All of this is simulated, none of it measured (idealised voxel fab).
process module | voxel gate over fins
cross-section cut | 160 nm wide | cells 5 nm
A cross-section is a grid of square cells, given in bands from the top down. A band is one or more rows of cells.
Each band's line starts with the height of the band's top and of its bottom, in nm. Then come its materials from left to right, each with its width in nm. One material with "throughout" fills the band from edge to edge. "air" is empty space.
Height 0 is the level under which the wafer as received is all one material. The lowest band goes on downwards, as in "0 down".
A width such as "30 to 40" changes by the same amount from each row of cells to the next, from the band's top row to its bottom row.
"no change" after a step means that no cell of the cross-section changed.
closed voids: empty space of 8 cells or more with no open way to the top, each as width x height at its distance from the left edge, in nm
after a step's settings: what the simulator itself notes on the step
overlay nm, on a step with a mask: how far to the right of its planned place the mask lay; to the left if negative
plan
1 op RECEIVE | material Si
2 op CONFORMAL_DEP | material SiN | thk nm 5
3 op MASKED_ETCH | tone cover | mask id FINS | width nm 15 | pitch nm 40 | etch materials SiN | depth nm 5 | overlay nm 0
4 op MASKED_ETCH | tone cover | mask id FINS | width nm 15 | pitch nm 40 | etch materials Si | depth nm 30 | overlay nm 0
5 op OXIDIZE | depth nm 5
6 op FILL_DEP | material SiO2 | thk nm 15
7 op CMP | height nm 5
8 op SELECTIVE_ETCH | etch materials SiO2 | depth nm 15
9 op STRIP | etch materials SiN
10 op CONFORMAL_DEP | material HfO2 | thk nm 5
11 op CONFORMAL_DEP | material TiN | thk nm 5
12 op FILL_DEP | material W | thk nm 10
13 op CMP | height nm 15
14 op CONFORMAL_DEP | material SiCN | thk nm 10
first wafer, as planned
as received, after step 1
  0 down: Si throughout
  closed voids: none
after step 2
  5 to 0: SiN throughout
  below 0: unchanged
after step 3
  5 to 0: air 50 | SiN 15 | air 25 | SiN 15 | air 55
  below 0: unchanged
after step 4
  5 to 0: air 50 | SiN 15 | air 25 | SiN 15 | air 55
  0 to -30: air 50 | Si 15 | air 25 | Si 15 | air 55
  below -30: unchanged
after step 5
  5 to 0: air 50 | SiN 15 | air 25 | SiN 15 | air 55
  0 to -30: air 50 | SiO2 5 | Si 5 | SiO2 5 | air 25 | SiO2 5 | Si 5 | SiO2 5 | air 55
  -30 to -35: SiO2 55 | Si 5 | SiO2 35 | Si 5 | SiO2 60
  below -35: unchanged
after step 6
  20 to 5: SiO2 throughout
  5 to 0: SiO2 50 | SiN 15 | SiO2 25 | SiN 15 | SiO2 55
  0 to -35: SiO2 55 | Si 5 | SiO2 35 | Si 5 | SiO2 60
  below -35: unchanged
after step 7
  5 to 0: SiO2 50 | SiN 15 | SiO2 25 | SiN 15 | SiO2 55
  below 0: unchanged
after step 8
  5 to 0: air 50 | SiN 15 | air 25 | SiN 15 | air 55
  0 to -10: air 55 | Si 5 | air 35 | Si 5 | air 60
  below -10: unchanged
after step 9
  0 to -10: air 55 | Si 5 | air 35 | Si 5 | air 60
  below -10: unchanged
after step 10
  5 to 0: air 50 | HfO2 15 | air 25 | HfO2 15 | air 55
  0 to -5: air 50 | HfO2 5 | Si 5 | HfO2 5 | air 25 | HfO2 5 | Si 5 | HfO2 5 | air 55
  -5 to -10: HfO2 55 | Si 5 | HfO2 35 | Si 5 | HfO2 60
  below -10: unchanged
after step 11
  10 to 5: air 45 | TiN 25 | air 15 | TiN 25 | air 50
  5 to 0: air 45 | TiN 5 | HfO2 15 | TiN 5 | air 15 | TiN 5 | HfO2 15 | TiN 5 | air 50
  0 to -5: TiN 50 | HfO2 5 | Si 5 | HfO2 5 | TiN 25 | HfO2 5 | Si 5 | HfO2 5 | TiN 55
  below -5: unchanged
after step 12
  20 to 10: W throughout
  10 to 5: W 45 | TiN 25 | W 15 | TiN 25 | W 50
  5 to 0: W 45 | TiN 5 | HfO2 15 | TiN 5 | W 15 | TiN 5 | HfO2 15 | TiN 5 | W 50
  below 0: unchanged
after step 13
  15 to 10: W throughout
  below 10: unchanged
after step 14
  25 to 15: SiCN throughout
  below 15: unchanged
second wafer: like start, like plan, one mistake. Through step 7 it matches the first wafer
when step 8 should have ended
  5 to 0: SiO2 50 | air 15 | SiO2 25 | air 15 | SiO2 55
  below 0: unchanged
when step 9 should have ended
  0 to -10: air 55 | Si 5 | air 35 | Si 5 | air 60
  -10 to -15: SiO2 35 | air 20 | Si 5 | air 35 | Si 5 | air 20 | SiO2 40
  below -15: unchanged
when step 10 should have ended
  5 to 0: air 50 | HfO2 15 | air 25 | HfO2 15 | air 55
  0 to -5: air 50 | HfO2 5 | Si 5 | HfO2 5 | air 25 | HfO2 5 | Si 5 | HfO2 5 | air 55
  -5 to -10: HfO2 40 | air 10 | HfO2 5 | Si 5 | HfO2 5 | air 25 | HfO2 5 | Si 5 | HfO2 5 | air 10 | HfO2 45
  -10 to -15: SiO2 35 | HfO2 20 | Si 5 | HfO2 35 | Si 5 | HfO2 20 | SiO2 40
  below -15: unchanged
when step 11 should have ended
  10 to 5: air 45 | TiN 25 | air 15 | TiN 25 | air 50
  5 to 0: air 45 | TiN 5 | HfO2 15 | TiN 5 | air 15 | TiN 5 | HfO2 15 | TiN 5 | air 50
  0 to -5: TiN 50 | HfO2 5 | Si 5 | HfO2 5 | TiN 5 | air 15 | TiN 5 | HfO2 5 | Si 5 | HfO2 5 | TiN 55
  -5 to -10: HfO2 40 | TiN 10 | HfO2 5 | Si 5 | HfO2 5 | TiN 25 | HfO2 5 | Si 5 | HfO2 5 | TiN 10 | HfO2 45
  below -10: unchanged
when step 12 should have ended
  20 to 10: W throughout
  10 to 5: W 45 | TiN 25 | W 15 | TiN 25 | W 50
  5 to 0: W 45 | TiN 5 | HfO2 15 | TiN 5 | W 15 | TiN 5 | HfO2 15 | TiN 5 | W 50
  0 to -5: TiN 50 | HfO2 5 | Si 5 | HfO2 5 | TiN 5 | W 15 | TiN 5 | HfO2 5 | Si 5 | HfO2 5 | TiN 55
  below -5: unchanged
when step 13 should have ended
  15 to 10: W throughout
  below 10: unchanged
when step 14 should have ended
  25 to 15: SiCN throughout
  below 15: unchanged
what went wrong: steps 8 and 9 were swapped
at the end the second wafer has, in cells: 6 more of HfO2 | 15 fewer of SiO2 | 6 more of TiN | 3 more of W
